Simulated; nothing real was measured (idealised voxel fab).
The following is a process module called voxel wiring stack.
Cross-sectional view cut (width: 290 nm; square cell size: 5 nm).
If you're reading a cross-section in this doc, picture square cells in a grid; it comes to you as bands, top ones listed first down to the bottom, and a band can be one or more rows of cells.
It is stipulated that each band's entry specify, in nanometres, the height of the top of the band and then that of its bottom, followed by the materials of the band in left-to-right sequence, each together with its width in nanometres. A single material marked by the word "everywhere" is understood to fill the band from edge to edge; the word "air" is understood to denote empty space.
Heights from 0 (as-received wafer is one material below). Bottom band endless downward, as "top 0, no bottom".
Read "30->40" as a graded width: first number on top, second number at the bottom, same change between each pair of neighbouring rows.
What does "stayed the same" mean for a step? It means no cell of the cross-section changed in that step.
Any empty space of 8 cells or more lacking an open way to the top shows up in "Voids, fully enclosed" as width x height at distance, distance from the left edge, in nm.
It should be noted that, on the line of a given step, the content following the step's settings is a remark produced by the simulator itself with respect to that step.
You can add "overlay nm" to a step's line. For a step with a mask, it describes how far the mask lay to the right of its planned position, and a negative number describes a lay to the left.

BELOW IS THE LIST OF PLANNED PROCESS STEPS
1,RECEIVE, material Si
2,CONFORMAL_DEP, material SiO2, thk nm 15
3,CONFORMAL_DEP, material SiCN, thk nm 5
4,DIRECTIONAL_DEP, material lowk, thk nm 20
5,DIRECTIONAL_DEP, material aC, thk nm 10
6,PATTERN, tone open, mask id METAL_1, material resist, width nm 30, pitch nm 45, thk nm 25, overlay nm 0
7,DIRECTIONAL_ETCH, etch materials aC, depth nm 10
8,STRIP, etch materials resist
9,DIRECTIONAL_ETCH, etch materials lowk, depth nm 20
10,DIRECTIONAL_ETCH, etch materials SiCN, depth nm 5
11,STRIP, etch materials aC
12,CONFORMAL_DEP, material TiN, thk nm 5
13,FILL_DEP, material Cu, thk nm 10
14,CMP, height nm 40
15,CONFORMAL_DEP, material SiCN, thk nm 5
16,DIRECTIONAL_DEP, material SiO2, thk nm 15
17,PATTERN, tone open, mask id PLUG_1, material resist, width nm 15, pitch nm 45, thk nm 15, overlay nm 0
18,DIRECTIONAL_ETCH, etch materials SiO2, depth nm 15
19,DIRECTIONAL_ETCH, etch materials SiCN, depth nm 5
20,STRIP, etch materials resist
21,EPI, material Ru, thk nm 10
22,EPI, material Ru, thk nm 10
23,CONFORMAL_DEP, material SiCN, thk nm 5
24,DIRECTIONAL_DEP, material lowk, thk nm 20
25,MASKED_ETCH, tone open, mask id METAL_2, width nm 30, pitch nm 45, etch materials lowk, depth nm 20, overlay nm 0
26,MASKED_ETCH, tone open, mask id METAL_2, width nm 30, pitch nm 45, etch materials SiCN, depth nm 5, overlay nm 0
27,CONFORMAL_DEP, material TiN, thk nm 5
28,FILL_DEP, material W, thk nm 10
29,CMP, height nm 85
30,CONFORMAL_DEP, material SiCN, thk nm 5
31,DIRECTIONAL_DEP, material lowk, thk nm 25
32,PATTERN, tone open, mask id METAL_3_HOLES, material resist, width nm 15, pitch nm 90, thk nm 15, overlay nm 0
33,DIRECTIONAL_ETCH, etch materials lowk, depth nm 25
34,STRIP, etch materials resist
35,DIRECTIONAL_DEP, material aC, thk nm 15
36,PATTERN, tone open, mask id METAL_3, material resist, width nm 30, pitch nm 45, thk nm 35, overlay nm 0
37,DIRECTIONAL_ETCH, etch materials aC, depth nm 15
38,STRIP, etch materials resist
39,DIRECTIONAL_ETCH, etch materials lowk, depth nm 15
40,DIRECTIONAL_ETCH, etch materials SiCN, depth nm 5
41,STRIP, etch materials aC
42,CONFORMAL_DEP, material TiN, thk nm 5
43,FILL_DEP, material Cu, thk nm 5
44,CMP, height nm 115
45,CONFORMAL_DEP, material SiCN, thk nm 5

FIRST WAFER, AS PLANNED

CROSS-SECTION OF THE WAFER AT RECEIPT, WHICH IS THE CONDITION AFTER STEP 1
top 0, no bottom | Si everywhere
Voids, fully enclosed: none

STEP 2 DONE - WAFER CROSS-SECTION
top 15, bottom 0 | SiO2 everywhere
For the remainder of the cross-section, below 0, there is no change.

STEP 3 DONE - WAFER CROSS-SECTION
top 20, bottom 15 | SiCN everywhere
For the remainder of the cross-section, below 15, there is no change.

STEP 4 DONE - WAFER CROSS-SECTION
top 40, bottom 20 | lowk everywhere
For the remainder of the cross-section, below 20, there is no change.

STEP 5 DONE - WAFER CROSS-SECTION
top 50, bottom 40 | aC everywhere
For the remainder of the cross-section, below 40, there is no change.

STEP 6 DONE - WAFER CROSS-SECTION
top 75, bottom 50 | resist: 60; air: 30; resist: 15; air: 30; resist: 15; air: 30; resist: 15; air: 30; resist: 65
For the remainder of the cross-section, below 50, there is no change.

STEP 7 DONE - WAFER CROSS-SECTION
top 65, bottom 50 | resist: 60; air: 30; resist: 15; air: 30; resist: 15; air: 30; resist: 15; air: 30; resist: 65
top 50, bottom 40 | aC: 60; air: 30; aC: 15; air: 30; aC: 15; air: 30; aC: 15; air: 30; aC: 65
For the remainder of the cross-section, below 40, there is no change.

STEP 8 DONE - WAFER CROSS-SECTION
top 50, bottom 40 | aC: 60; air: 30; aC: 15; air: 30; aC: 15; air: 30; aC: 15; air: 30; aC: 65
For the remainder of the cross-section, below 40, there is no change.

STEP 9 DONE - WAFER CROSS-SECTION
top 50, bottom 40 | aC: 60; air: 30; aC: 15; air: 30; aC: 15; air: 30; aC: 15; air: 30; aC: 65
top 40, bottom 20 | lowk: 60; air: 30; lowk: 15; air: 30; lowk: 15; air: 30; lowk: 15; air: 30; lowk: 65
For the remainder of the cross-section, below 20, there is no change.

STEP 10 DONE - WAFER CROSS-SECTION
top 50, bottom 40 | aC: 60; air: 30; aC: 15; air: 30; aC: 15; air: 30; aC: 15; air: 30; aC: 65
top 40, bottom 20 | lowk: 60; air: 30; lowk: 15; air: 30; lowk: 15; air: 30; lowk: 15; air: 30; lowk: 65
top 20, bottom 15 | SiCN: 60; air: 30; SiCN: 15; air: 30; SiCN: 15; air: 30; SiCN: 15; air: 30; SiCN: 65
For the remainder of the cross-section, below 15, there is no change.

STEP 11 DONE - WAFER CROSS-SECTION
top 40, bottom 20 | lowk: 60; air: 30; lowk: 15; air: 30; lowk: 15; air: 30; lowk: 15; air: 30; lowk: 65
For the remainder of the cross-section, below 20, there is no change.

STEP 12 DONE - WAFER CROSS-SECTION
top 45, bottom 40 | TiN: 65; air: 20; TiN: 25; air: 20; TiN: 25; air: 20; TiN: 25; air: 20; TiN: 70
top 40, bottom 20 | lowk: 60; TiN: 5; air: 20; TiN: 5; lowk: 15; TiN: 5; air: 20; TiN: 5; lowk: 15; TiN: 5; air: 20; TiN: 5; lowk: 15; TiN: 5; air: 20; TiN: 5; lowk: 65
top 20, bottom 15 | SiCN: 60; TiN: 30; SiCN: 15; TiN: 30; SiCN: 15; TiN: 30; SiCN: 15; TiN: 30; SiCN: 65
For the remainder of the cross-section, below 15, there is no change.

STEP 13 DONE - WAFER CROSS-SECTION
top 55, bottom 45 | Cu everywhere
top 45, bottom 40 | TiN: 65; Cu: 20; TiN: 25; Cu: 20; TiN: 25; Cu: 20; TiN: 25; Cu: 20; TiN: 70
top 40, bottom 20 | lowk: 60; TiN: 5; Cu: 20; TiN: 5; lowk: 15; TiN: 5; Cu: 20; TiN: 5; lowk: 15; TiN: 5; Cu: 20; TiN: 5; lowk: 15; TiN: 5; Cu: 20; TiN: 5; lowk: 65
For the remainder of the cross-section, below 20, there is no change.

STEP 14 DONE - WAFER CROSS-SECTION
top 40, bottom 20 | lowk: 60; TiN: 5; Cu: 20; TiN: 5; lowk: 15; TiN: 5; Cu: 20; TiN: 5; lowk: 15; TiN: 5; Cu: 20; TiN: 5; lowk: 15; TiN: 5; Cu: 20; TiN: 5; lowk: 65
For the remainder of the cross-section, below 20, there is no change.

STEP 15 DONE - WAFER CROSS-SECTION
top 45, bottom 40 | SiCN everywhere
For the remainder of the cross-section, below 40, there is no change.

STEP 16 DONE - WAFER CROSS-SECTION
top 60, bottom 45 | SiO2 everywhere
For the remainder of the cross-section, below 45, there is no change.

STEP 17 DONE - WAFER CROSS-SECTION
top 75, bottom 60 | resist: 60; air: 15; resist: 30; air: 15; resist: 30; air: 15; resist: 30; air: 15; resist: 80
For the remainder of the cross-section, below 60, there is no change.

STEP 18 DONE - WAFER CROSS-SECTION
top 75, bottom 60 | resist: 60; air: 15; resist: 30; air: 15; resist: 30; air: 15; resist: 30; air: 15; resist: 80
top 60, bottom 45 | SiO2: 60; air: 15; SiO2: 30; air: 15; SiO2: 30; air: 15; SiO2: 30; air: 15; SiO2: 80
For the remainder of the cross-section, below 45, there is no change.

STEP 19 DONE - WAFER CROSS-SECTION
top 75, bottom 60 | resist: 60; air: 15; resist: 30; air: 15; resist: 30; air: 15; resist: 30; air: 15; resist: 80
top 60, bottom 45 | SiO2: 60; air: 15; SiO2: 30; air: 15; SiO2: 30; air: 15; SiO2: 30; air: 15; SiO2: 80
top 45, bottom 40 | SiCN: 60; air: 15; SiCN: 30; air: 15; SiCN: 30; air: 15; SiCN: 30; air: 15; SiCN: 80
For the remainder of the cross-section, below 40, there is no change.

STEP 20 DONE - WAFER CROSS-SECTION
top 60, bottom 45 | SiO2: 60; air: 15; SiO2: 30; air: 15; SiO2: 30; air: 15; SiO2: 30; air: 15; SiO2: 80
For the remainder of the cross-section, below 45, there is no change.

STEP 21 DONE - WAFER CROSS-SECTION
top 60, bottom 50 | SiO2: 60; air: 15; SiO2: 30; air: 15; SiO2: 30; air: 15; SiO2: 30; air: 15; SiO2: 80
top 50, bottom 45 | SiO2: 60; Ru: 15; SiO2: 30; Ru: 15; SiO2: 30; Ru: 15; SiO2: 30; Ru: 15; SiO2: 80
top 45, bottom 40 | SiCN: 60; Ru: 15; SiCN: 30; Ru: 15; SiCN: 30; Ru: 15; SiCN: 30; Ru: 15; SiCN: 80
For the remainder of the cross-section, below 40, there is no change.

STEP 22 DONE - WAFER CROSS-SECTION
top 60, bottom 45 | SiO2: 60; Ru: 15; SiO2: 30; Ru: 15; SiO2: 30; Ru: 15; SiO2: 30; Ru: 15; SiO2: 80
For the remainder of the cross-section, below 45, there is no change.

STEP 23 DONE - WAFER CROSS-SECTION
top 65, bottom 60 | SiCN everywhere
For the remainder of the cross-section, below 60, there is no change.

STEP 24 DONE - WAFER CROSS-SECTION
top 85, bottom 65 | lowk everywhere
For the remainder of the cross-section, below 65, there is no change.

STEP 25 DONE - WAFER CROSS-SECTION
top 85, bottom 65 | lowk: 60; air: 30; lowk: 15; air: 30; lowk: 15; air: 30; lowk: 15; air: 30; lowk: 65
For the remainder of the cross-section, below 65, there is no change.

STEP 26 DONE - WAFER CROSS-SECTION
top 85, bottom 65 | lowk: 60; air: 30; lowk: 15; air: 30; lowk: 15; air: 30; lowk: 15; air: 30; lowk: 65
top 65, bottom 60 | SiCN: 60; air: 30; SiCN: 15; air: 30; SiCN: 15; air: 30; SiCN: 15; air: 30; SiCN: 65
For the remainder of the cross-section, below 60, there is no change.

STEP 27 DONE - WAFER CROSS-SECTION
top 90, bottom 85 | TiN: 65; air: 20; TiN: 25; air: 20; TiN: 25; air: 20; TiN: 25; air: 20; TiN: 70
top 85, bottom 65 | lowk: 60; TiN: 5; air: 20; TiN: 5; lowk: 15; TiN: 5; air: 20; TiN: 5; lowk: 15; TiN: 5; air: 20; TiN: 5; lowk: 15; TiN: 5; air: 20; TiN: 5; lowk: 65
top 65, bottom 60 | SiCN: 60; TiN: 30; SiCN: 15; TiN: 30; SiCN: 15; TiN: 30; SiCN: 15; TiN: 30; SiCN: 65
For the remainder of the cross-section, below 60, there is no change.

STEP 28 DONE - WAFER CROSS-SECTION
top 100, bottom 90 | W everywhere
top 90, bottom 85 | TiN: 65; W: 20; TiN: 25; W: 20; TiN: 25; W: 20; TiN: 25; W: 20; TiN: 70
top 85, bottom 65 | lowk: 60; TiN: 5; W: 20; TiN: 5; lowk: 15; TiN: 5; W: 20; TiN: 5; lowk: 15; TiN: 5; W: 20; TiN: 5; lowk: 15; TiN: 5; W: 20; TiN: 5; lowk: 65
For the remainder of the cross-section, below 65, there is no change.

STEP 29 DONE - WAFER CROSS-SECTION
top 85, bottom 65 | lowk: 60; TiN: 5; W: 20; TiN: 5; lowk: 15; TiN: 5; W: 20; TiN: 5; lowk: 15; TiN: 5; W: 20; TiN: 5; lowk: 15; TiN: 5; W: 20; TiN: 5; lowk: 65
For the remainder of the cross-section, below 65, there is no change.

STEP 30 DONE - WAFER CROSS-SECTION
top 90, bottom 85 | SiCN everywhere
For the remainder of the cross-section, below 85, there is no change.

STEP 31 DONE - WAFER CROSS-SECTION
top 115, bottom 90 | lowk everywhere
For the remainder of the cross-section, below 90, there is no change.

STEP 32 DONE - WAFER CROSS-SECTION
top 130, bottom 115 | resist: 60; air: 15; resist: 75; air: 15; resist: 125
For the remainder of the cross-section, below 115, there is no change.

STEP 33 DONE - WAFER CROSS-SECTION
top 130, bottom 115 | resist: 60; air: 15; resist: 75; air: 15; resist: 125
top 115, bottom 90 | lowk: 60; air: 15; lowk: 75; air: 15; lowk: 125
For the remainder of the cross-section, below 90, there is no change.

STEP 34 DONE - WAFER CROSS-SECTION
top 115, bottom 90 | lowk: 60; air: 15; lowk: 75; air: 15; lowk: 125
For the remainder of the cross-section, below 90, there is no change.

STEP 35 DONE - WAFER CROSS-SECTION
top 130, bottom 115 | aC: 60; air: 15; aC: 75; air: 15; aC: 125
top 115, bottom 105 | lowk: 60; air: 15; lowk: 75; air: 15; lowk: 125
top 105, bottom 90 | lowk: 60; aC: 15; lowk: 75; aC: 15; lowk: 125
For the remainder of the cross-section, below 90, there is no change.

STEP 36 DONE - WAFER CROSS-SECTION
top 165, bottom 130 | resist: 60; air: 30; resist: 15; air: 30; resist: 15; air: 30; resist: 15; air: 30; resist: 65
For the remainder of the cross-section, below 130, there is no change.

STEP 37 DONE - WAFER CROSS-SECTION
top 150, bottom 130 | resist: 60; air: 30; resist: 15; air: 30; resist: 15; air: 30; resist: 15; air: 30; resist: 65
top 130, bottom 115 | aC: 60; air: 30; aC: 15; air: 30; aC: 15; air: 30; aC: 15; air: 30; aC: 65
top 115, bottom 90 | lowk: 60; air: 15; lowk: 75; air: 15; lowk: 125
For the remainder of the cross-section, below 90, there is no change.

STEP 38 DONE - WAFER CROSS-SECTION
top 130, bottom 115 | aC: 60; air: 30; aC: 15; air: 30; aC: 15; air: 30; aC: 15; air: 30; aC: 65
For the remainder of the cross-section, below 115, there is no change.

STEP 39 DONE - WAFER CROSS-SECTION
top 130, bottom 115 | aC: 60; air: 30; aC: 15; air: 30; aC: 15; air: 30; aC: 15; air: 30; aC: 65
top 115, bottom 100 | lowk: 60; air: 30; lowk: 15; air: 30; lowk: 15; air: 30; lowk: 15; air: 30; lowk: 65
For the remainder of the cross-section, below 100, there is no change.

STEP 40 DONE - WAFER CROSS-SECTION
top 130, bottom 115 | aC: 60; air: 30; aC: 15; air: 30; aC: 15; air: 30; aC: 15; air: 30; aC: 65
top 115, bottom 100 | lowk: 60; air: 30; lowk: 15; air: 30; lowk: 15; air: 30; lowk: 15; air: 30; lowk: 65
top 100, bottom 90 | lowk: 60; air: 15; lowk: 75; air: 15; lowk: 125
top 90, bottom 85 | SiCN: 60; air: 15; SiCN: 75; air: 15; SiCN: 125
For the remainder of the cross-section, below 85, there is no change.

STEP 41 DONE - WAFER CROSS-SECTION
top 115, bottom 100 | lowk: 60; air: 30; lowk: 15; air: 30; lowk: 15; air: 30; lowk: 15; air: 30; lowk: 65
For the remainder of the cross-section, below 100, there is no change.

STEP 42 DONE - WAFER CROSS-SECTION
top 120, bottom 115 | TiN: 65; air: 20; TiN: 25; air: 20; TiN: 25; air: 20; TiN: 25; air: 20; TiN: 70
top 115, bottom 105 | lowk: 60; TiN: 5; air: 20; TiN: 5; lowk: 15; TiN: 5; air: 20; TiN: 5; lowk: 15; TiN: 5; air: 20; TiN: 5; lowk: 15; TiN: 5; air: 20; TiN: 5; lowk: 65
top 105, bottom 100 | lowk: 60; TiN: 5; air: 5; TiN: 20; lowk: 15; TiN: 30; lowk: 15; TiN: 5; air: 5; TiN: 20; lowk: 15; TiN: 30; lowk: 65
top 100, bottom 90 | lowk: 60; TiN: 5; air: 5; TiN: 5; lowk: 75; TiN: 5; air: 5; TiN: 5; lowk: 125
top 90, bottom 85 | SiCN: 60; TiN: 15; SiCN: 75; TiN: 15; SiCN: 125
For the remainder of the cross-section, below 85, there is no change.

STEP 43 DONE - WAFER CROSS-SECTION
top 125, bottom 120 | Cu everywhere
top 120, bottom 115 | TiN: 65; Cu: 20; TiN: 25; Cu: 20; TiN: 25; Cu: 20; TiN: 25; Cu: 20; TiN: 70
top 115, bottom 105 | lowk: 60; TiN: 5; Cu: 20; TiN: 5; lowk: 15; TiN: 5; Cu: 20; TiN: 5; lowk: 15; TiN: 5; Cu: 20; TiN: 5; lowk: 15; TiN: 5; Cu: 20; TiN: 5; lowk: 65
top 105, bottom 100 | lowk: 60; TiN: 5; Cu: 5; TiN: 20; lowk: 15; TiN: 30; lowk: 15; TiN: 5; Cu: 5; TiN: 20; lowk: 15; TiN: 30; lowk: 65
top 100, bottom 90 | lowk: 60; TiN: 5; Cu: 5; TiN: 5; lowk: 75; TiN: 5; Cu: 5; TiN: 5; lowk: 125
For the remainder of the cross-section, below 90, there is no change.

STEP 44 DONE - WAFER CROSS-SECTION
top 115, bottom 105 | lowk: 60; TiN: 5; Cu: 20; TiN: 5; lowk: 15; TiN: 5; Cu: 20; TiN: 5; lowk: 15; TiN: 5; Cu: 20; TiN: 5; lowk: 15; TiN: 5; Cu: 20; TiN: 5; lowk: 65
For the remainder of the cross-section, below 105, there is no change.

STEP 45 DONE - WAFER CROSS-SECTION
top 120, bottom 115 | SiCN everywhere
For the remainder of the cross-section, below 115, there is no change.

WAFER TWO OF TWO - SAME STARTING POINT, SAME PROCESS PLAN, ONE MISTAKE IN EXECUTION; MATCHES WAFER ONE UP TO AND INCLUDING STEP 20

AT THE PLANNED END OF STEP 22, THE SECOND WAFER IN CROSS-SECTION
top 70, bottom 60 | air: 50; Ru: 35; air: 10; Ru: 35; air: 10; Ru: 35; air: 10; Ru: 35; air: 70
top 60, bottom 45 | SiO2: 60; Ru: 15; SiO2: 30; Ru: 15; SiO2: 30; Ru: 15; SiO2: 30; Ru: 15; SiO2: 80
top 45, bottom 40 | SiCN: 60; Ru: 15; SiCN: 30; Ru: 15; SiCN: 30; Ru: 15; SiCN: 30; Ru: 15; SiCN: 80
For the remainder of the cross-section, below 40, there is no change.

AT THE PLANNED END OF STEP 23, THE SECOND WAFER IN CROSS-SECTION
top 75, bottom 70 | air: 45; SiCN: 180; air: 65
top 70, bottom 65 | air: 45; SiCN: 5; Ru: 35; SiCN: 10; Ru: 35; SiCN: 10; Ru: 35; SiCN: 10; Ru: 35; SiCN: 5; air: 65
top 65, bottom 60 | SiCN: 50; Ru: 35; SiCN: 10; Ru: 35; SiCN: 10; Ru: 35; SiCN: 10; Ru: 35; SiCN: 70
For the remainder of the cross-section, below 60, there is no change.

AT THE PLANNED END OF STEP 24, THE SECOND WAFER IN CROSS-SECTION
top 95, bottom 85 | air: 45; lowk: 180; air: 65
top 85, bottom 75 | lowk everywhere
top 75, bottom 70 | lowk: 45; SiCN: 180; lowk: 65
top 70, bottom 65 | lowk: 45; SiCN: 5; Ru: 35; SiCN: 10; Ru: 35; SiCN: 10; Ru: 35; SiCN: 10; Ru: 35; SiCN: 5; lowk: 65
For the remainder of the cross-section, below 65, there is no change.

AT THE PLANNED END OF STEP 25, THE SECOND WAFER IN CROSS-SECTION
top 95, bottom 85 | air: 45; lowk: 15; air: 30; lowk: 15; air: 30; lowk: 15; air: 30; lowk: 15; air: 95
top 85, bottom 75 | lowk: 60; air: 30; lowk: 15; air: 30; lowk: 15; air: 30; lowk: 15; air: 30; lowk: 65
For the remainder of the cross-section, below 75, there is no change.

AT THE PLANNED END OF STEP 26, THE SECOND WAFER IN CROSS-SECTION
top 95, bottom 85 | air: 45; lowk: 15; air: 30; lowk: 15; air: 30; lowk: 15; air: 30; lowk: 15; air: 95
top 85, bottom 75 | lowk: 60; air: 30; lowk: 15; air: 30; lowk: 15; air: 30; lowk: 15; air: 30; lowk: 65
top 75, bottom 70 | lowk: 45; SiCN: 15; air: 30; SiCN: 15; air: 30; SiCN: 15; air: 30; SiCN: 15; air: 30; lowk: 65
For the remainder of the cross-section, below 70, there is no change.

AT THE PLANNED END OF STEP 27, THE SECOND WAFER IN CROSS-SECTION
top 100, bottom 95 | air: 40; TiN: 25; air: 20; TiN: 25; air: 20; TiN: 25; air: 20; TiN: 25; air: 90
top 95, bottom 90 | air: 40; TiN: 5; lowk: 15; TiN: 5; air: 20; TiN: 5; lowk: 15; TiN: 5; air: 20; TiN: 5; lowk: 15; TiN: 5; air: 20; TiN: 5; lowk: 15; TiN: 5; air: 90
top 90, bottom 85 | TiN: 45; lowk: 15; TiN: 5; air: 20; TiN: 5; lowk: 15; TiN: 5; air: 20; TiN: 5; lowk: 15; TiN: 5; air: 20; TiN: 5; lowk: 15; TiN: 5; air: 20; TiN: 70
top 85, bottom 75 | lowk: 60; TiN: 5; air: 20; TiN: 5; lowk: 15; TiN: 5; air: 20; TiN: 5; lowk: 15; TiN: 5; air: 20; TiN: 5; lowk: 15; TiN: 5; air: 20; TiN: 5; lowk: 65
top 75, bottom 70 | lowk: 45; SiCN: 15; TiN: 30; SiCN: 15; TiN: 30; SiCN: 15; TiN: 30; SiCN: 15; TiN: 30; lowk: 65
For the remainder of the cross-section, below 70, there is no change.

AT THE PLANNED END OF STEP 28, THE SECOND WAFER IN CROSS-SECTION
top 110, bottom 100 | W everywhere
top 100, bottom 95 | W: 40; TiN: 25; W: 20; TiN: 25; W: 20; TiN: 25; W: 20; TiN: 25; W: 90
top 95, bottom 90 | W: 40; TiN: 5; lowk: 15; TiN: 5; W: 20; TiN: 5; lowk: 15; TiN: 5; W: 20; TiN: 5; lowk: 15; TiN: 5; W: 20; TiN: 5; lowk: 15; TiN: 5; W: 90
top 90, bottom 85 | TiN: 45; lowk: 15; TiN: 5; W: 20; TiN: 5; lowk: 15; TiN: 5; W: 20; TiN: 5; lowk: 15; TiN: 5; W: 20; TiN: 5; lowk: 15; TiN: 5; W: 20; TiN: 70
top 85, bottom 75 | lowk: 60; TiN: 5; W: 20; TiN: 5; lowk: 15; TiN: 5; W: 20; TiN: 5; lowk: 15; TiN: 5; W: 20; TiN: 5; lowk: 15; TiN: 5; W: 20; TiN: 5; lowk: 65
For the remainder of the cross-section, below 75, there is no change.

AT THE PLANNED END OF STEP 29, THE SECOND WAFER IN CROSS-SECTION
top 85, bottom 75 | lowk: 60; TiN: 5; W: 20; TiN: 5; lowk: 15; TiN: 5; W: 20; TiN: 5; lowk: 15; TiN: 5; W: 20; TiN: 5; lowk: 15; TiN: 5; W: 20; TiN: 5; lowk: 65
For the remainder of the cross-section, below 75, there is no change.

AT THE PLANNED END OF STEP 30, THE SECOND WAFER IN CROSS-SECTION
top 90, bottom 85 | SiCN everywhere
For the remainder of the cross-section, below 85, there is no change.

AT THE PLANNED END OF STEP 31, THE SECOND WAFER IN CROSS-SECTION
top 115, bottom 90 | lowk everywhere
For the remainder of the cross-section, below 90, there is no change.

AT THE PLANNED END OF STEP 32, THE SECOND WAFER IN CROSS-SECTION
top 130, bottom 115 | resist: 60; air: 15; resist: 75; air: 15; resist: 125
For the remainder of the cross-section, below 115, there is no change.

AT THE PLANNED END OF STEP 33, THE SECOND WAFER IN CROSS-SECTION
top 130, bottom 115 | resist: 60; air: 15; resist: 75; air: 15; resist: 125
top 115, bottom 90 | lowk: 60; air: 15; lowk: 75; air: 15; lowk: 125
For the remainder of the cross-section, below 90, there is no change.

AT THE PLANNED END OF STEP 34, THE SECOND WAFER IN CROSS-SECTION
top 115, bottom 90 | lowk: 60; air: 15; lowk: 75; air: 15; lowk: 125
For the remainder of the cross-section, below 90, there is no change.

AT THE PLANNED END OF STEP 35, THE SECOND WAFER IN CROSS-SECTION
top 130, bottom 115 | aC: 60; air: 15; aC: 75; air: 15; aC: 125
top 115, bottom 105 | lowk: 60; air: 15; lowk: 75; air: 15; lowk: 125
top 105, bottom 90 | lowk: 60; aC: 15; lowk: 75; aC: 15; lowk: 125
For the remainder of the cross-section, below 90, there is no change.

AT THE PLANNED END OF STEP 36, THE SECOND WAFER IN CROSS-SECTION
top 165, bottom 130 | resist: 60; air: 30; resist: 15; air: 30; resist: 15; air: 30; resist: 15; air: 30; resist: 65
For the remainder of the cross-section, below 130, there is no change.

AT THE PLANNED END OF STEP 37, THE SECOND WAFER IN CROSS-SECTION
top 150, bottom 130 | resist: 60; air: 30; resist: 15; air: 30; resist: 15; air: 30; resist: 15; air: 30; resist: 65
top 130, bottom 115 | aC: 60; air: 30; aC: 15; air: 30; aC: 15; air: 30; aC: 15; air: 30; aC: 65
top 115, bottom 90 | lowk: 60; air: 15; lowk: 75; air: 15; lowk: 125
For the remainder of the cross-section, below 90, there is no change.

AT THE PLANNED END OF STEP 38, THE SECOND WAFER IN CROSS-SECTION
top 130, bottom 115 | aC: 60; air: 30; aC: 15; air: 30; aC: 15; air: 30; aC: 15; air: 30; aC: 65
For the remainder of the cross-section, below 115, there is no change.

AT THE PLANNED END OF STEP 39, THE SECOND WAFER IN CROSS-SECTION
top 130, bottom 115 | aC: 60; air: 30; aC: 15; air: 30; aC: 15; air: 30; aC: 15; air: 30; aC: 65
top 115, bottom 100 | lowk: 60; air: 30; lowk: 15; air: 30; lowk: 15; air: 30; lowk: 15; air: 30; lowk: 65
For the remainder of the cross-section, below 100, there is no change.

AT THE PLANNED END OF STEP 40, THE SECOND WAFER IN CROSS-SECTION
top 130, bottom 115 | aC: 60; air: 30; aC: 15; air: 30; aC: 15; air: 30; aC: 15; air: 30; aC: 65
top 115, bottom 100 | lowk: 60; air: 30; lowk: 15; air: 30; lowk: 15; air: 30; lowk: 15; air: 30; lowk: 65
top 100, bottom 90 | lowk: 60; air: 15; lowk: 75; air: 15; lowk: 125
top 90, bottom 85 | SiCN: 60; air: 15; SiCN: 75; air: 15; SiCN: 125
For the remainder of the cross-section, below 85, there is no change.

AT THE PLANNED END OF STEP 41, THE SECOND WAFER IN CROSS-SECTION
top 115, bottom 100 | lowk: 60; air: 30; lowk: 15; air: 30; lowk: 15; air: 30; lowk: 15; air: 30; lowk: 65
For the remainder of the cross-section, below 100, there is no change.

AT THE PLANNED END OF STEP 42, THE SECOND WAFER IN CROSS-SECTION
top 120, bottom 115 | TiN: 65; air: 20; TiN: 25; air: 20; TiN: 25; air: 20; TiN: 25; air: 20; TiN: 70
top 115, bottom 105 | lowk: 60; TiN: 5; air: 20; TiN: 5; lowk: 15; TiN: 5; air: 20; TiN: 5; lowk: 15; TiN: 5; air: 20; TiN: 5; lowk: 15; TiN: 5; air: 20; TiN: 5; lowk: 65
top 105, bottom 100 | lowk: 60; TiN: 5; air: 5; TiN: 20; lowk: 15; TiN: 30; lowk: 15; TiN: 5; air: 5; TiN: 20; lowk: 15; TiN: 30; lowk: 65
top 100, bottom 90 | lowk: 60; TiN: 5; air: 5; TiN: 5; lowk: 75; TiN: 5; air: 5; TiN: 5; lowk: 125
top 90, bottom 85 | SiCN: 60; TiN: 15; SiCN: 75; TiN: 15; SiCN: 125
For the remainder of the cross-section, below 85, there is no change.

AT THE PLANNED END OF STEP 43, THE SECOND WAFER IN CROSS-SECTION
top 125, bottom 120 | Cu everywhere
top 120, bottom 115 | TiN: 65; Cu: 20; TiN: 25; Cu: 20; TiN: 25; Cu: 20; TiN: 25; Cu: 20; TiN: 70
top 115, bottom 105 | lowk: 60; TiN: 5; Cu: 20; TiN: 5; lowk: 15; TiN: 5; Cu: 20; TiN: 5; lowk: 15; TiN: 5; Cu: 20; TiN: 5; lowk: 15; TiN: 5; Cu: 20; TiN: 5; lowk: 65
top 105, bottom 100 | lowk: 60; TiN: 5; Cu: 5; TiN: 20; lowk: 15; TiN: 30; lowk: 15; TiN: 5; Cu: 5; TiN: 20; lowk: 15; TiN: 30; lowk: 65
top 100, bottom 90 | lowk: 60; TiN: 5; Cu: 5; TiN: 5; lowk: 75; TiN: 5; Cu: 5; TiN: 5; lowk: 125
For the remainder of the cross-section, below 90, there is no change.

AT THE PLANNED END OF STEP 44, THE SECOND WAFER IN CROSS-SECTION
top 115, bottom 105 | lowk: 60; TiN: 5; Cu: 20; TiN: 5; lowk: 15; TiN: 5; Cu: 20; TiN: 5; lowk: 15; TiN: 5; Cu: 20; TiN: 5; lowk: 15; TiN: 5; Cu: 20; TiN: 5; lowk: 65
For the remainder of the cross-section, below 105, there is no change.

AT THE PLANNED END OF STEP 45, THE SECOND WAFER IN CROSS-SECTION
top 120, bottom 115 | SiCN everywhere
For the remainder of the cross-section, below 115, there is no change.
Diagnosis: note: one of steps 21 and 22 (identical) was run twice; cannot identify which
Cell-count delta at end, second wafer over first, by material: +56 Ru; +16 SiCN; -16 TiN; -32 W; -24 lowk
